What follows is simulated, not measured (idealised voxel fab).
This is a process module. Its name is voxel air gaps.
FYI the section here is cut, 230 nm wide, cells are 5 nm squares.
Cross-section spec: square-cell grid; bands listed top down; each band is one or more rows.
Look at the band entry: it leads with the top's height and the bottom's height in nm. Then it lists the materials left to right, with a width in nm for each. The word "throughout" on a single material says that material fills the band edge to edge. The word "air" is empty space.
Where do heights start? At 0: under that level the wafer as delivered is made of one material only. And the lowest band has no floor; it just carries on downward, as in "z 0 and below".
A width given as "30->40" starts at the first number in the band's top row and ends at the second number in its bottom row, shifting by an equal amount at every step from row to row.
Given "remained unchanged" for a step, no cell of the cross-section differs between before and after that step.
Reported under the label "Voids, enclosed" are the empty spaces having no open way to the top and comprising 8 cells or more; the notation for each is width x height at distance, in which the distance is measured from the left edge and all three values are in nm.
If you see something after the settings on a step's line, that's the simulator's own remark about that step.
The "overlay nm" setting may appear on a step's line; for a step that uses a mask, it gives how far to the right of its planned position the mask lay, and a negative value indicates the left.
-- Planned step list for the process
| 1 | RECEIVE with material Si |
| 2 | CONFORMAL_DEP with material SiO2, thk nm 10 |
| 3 | CONFORMAL_DEP with material SiCN, thk nm 5 |
| 4 | DIRECTIONAL_DEP with material SiO2, thk nm 35 |
| 5 | PATTERN with tone open, mask id LINES, material resist, width nm 15, pitch nm 40, thk nm 20, overlay nm 0 |
| 6 | DIRECTIONAL_ETCH with etch materials SiO2, depth nm 35 |
| 7 | STRIP with etch materials resist |
| 8 | CONFORMAL_DEP with material TiN, thk nm 5 |
| 9 | FILL_DEP with material W, thk nm 5 |
| 10 | CMP with height nm 50 |
| 11 | EPI with material Ru, thk nm 10 |
| 12 | SELECTIVE_ETCH with etch materials SiO2, depth nm 45 |
| 13 | CONFORMAL_DEP with material SiCN, thk nm 5 |
-- Step 1 complete: cross-section of the wafer as received
    z 0 and below  Si throughout
    Voids, enclosed: none
-- Cross-section taken at module completion on the first of two wafers; processed per the plan
    z 65 to 60  air 50 nm, then SiCN 125 nm, then air 55 nm
    z 60 to 50  air 50 nm, then SiCN 5 nm, then Ru 35 nm, then SiCN 5 nm, then Ru 35 nm, then SiCN 5 nm, then Ru 35 nm, then SiCN 5 nm, then air 55 nm
    z 50 to 45  air 50 nm, then SiCN 15 nm, then TiN 5 nm, then W 5 nm, then TiN 5 nm, then SiCN 25 nm, then TiN 5 nm, then W 5 nm, then TiN 5 nm, then SiCN 25 nm, then TiN 5 nm, then W 5 nm, then TiN 5 nm, then SiCN 15 nm, then air 55 nm
    z 45 to 20  air 60 nm, then SiCN 5 nm, then TiN 5 nm, then W 5 nm, then TiN 5 nm, then SiCN 5 nm, then air 15 nm, then SiCN 5 nm, then TiN 5 nm, then W 5 nm, then TiN 5 nm, then SiCN 5 nm, then air 15 nm, then SiCN 5 nm, then TiN 5 nm, then W 5 nm, then TiN 5 nm, then SiCN 5 nm, then air 65 nm
    z 20 to 15  SiCN 65 nm, then TiN 15 nm, then SiCN 25 nm, then TiN 15 nm, then SiCN 25 nm, then TiN 15 nm, then SiCN 70 nm
    z 15 to 10  SiCN throughout
    z 10 to 0  SiO2 throughout
    z 0 and below  Si throughout
    Voids, enclosed: 15 x 25 at 85; 15 x 25 at 125
-- Cross-sectional view of the second of two wafers upon completion of the module. This wafer shared its starting condition and process plan with the first; one error was made during its execution
    z 65 to 60  air 40 nm, then SiCN 125 nm, then air 65 nm
    z 60 to 50  air 40 nm, then SiCN 5 nm, then Ru 35 nm, then SiCN 5 nm, then Ru 35 nm, then SiCN 5 nm, then Ru 35 nm, then SiCN 5 nm, then air 65 nm
    z 50 to 45  air 40 nm, then SiCN 15 nm, then TiN 5 nm, then W 5 nm, then TiN 5 nm, then SiCN 25 nm, then TiN 5 nm, then W 5 nm, then TiN 5 nm, then SiCN 25 nm, then TiN 5 nm, then W 5 nm, then TiN 5 nm, then SiCN 15 nm, then air 65 nm
    z 45 to 20  air 50 nm, then SiCN 5 nm, then TiN 5 nm, then W 5 nm, then TiN 5 nm, then SiCN 5 nm, then air 15 nm, then SiCN 5 nm, then TiN 5 nm, then W 5 nm, then TiN 5 nm, then SiCN 5 nm, then air 15 nm, then SiCN 5 nm, then TiN 5 nm, then W 5 nm, then TiN 5 nm, then SiCN 5 nm, then air 75 nm
    z 20 to 15  SiCN 55 nm, then TiN 15 nm, then SiCN 25 nm, then TiN 15 nm, then SiCN 25 nm, then TiN 15 nm, then SiCN 80 nm
    z 15 to 10  SiCN throughout
    z 10 to 0  SiO2 throughout
    z 0 and below  Si throughout
    Voids, enclosed: 15 x 25 at 75; 15 x 25 at 115
The plan and the run diverged here: planned and actual differ for step 5; actual: PATTERN with tone open, mask id LINES, material resist, width nm 15, pitch nm 40, thk nm 20, overlay nm -10
If you tally the cells, the second wafer ends up with the same amount of every material as the first; it's all just sitting in different places.
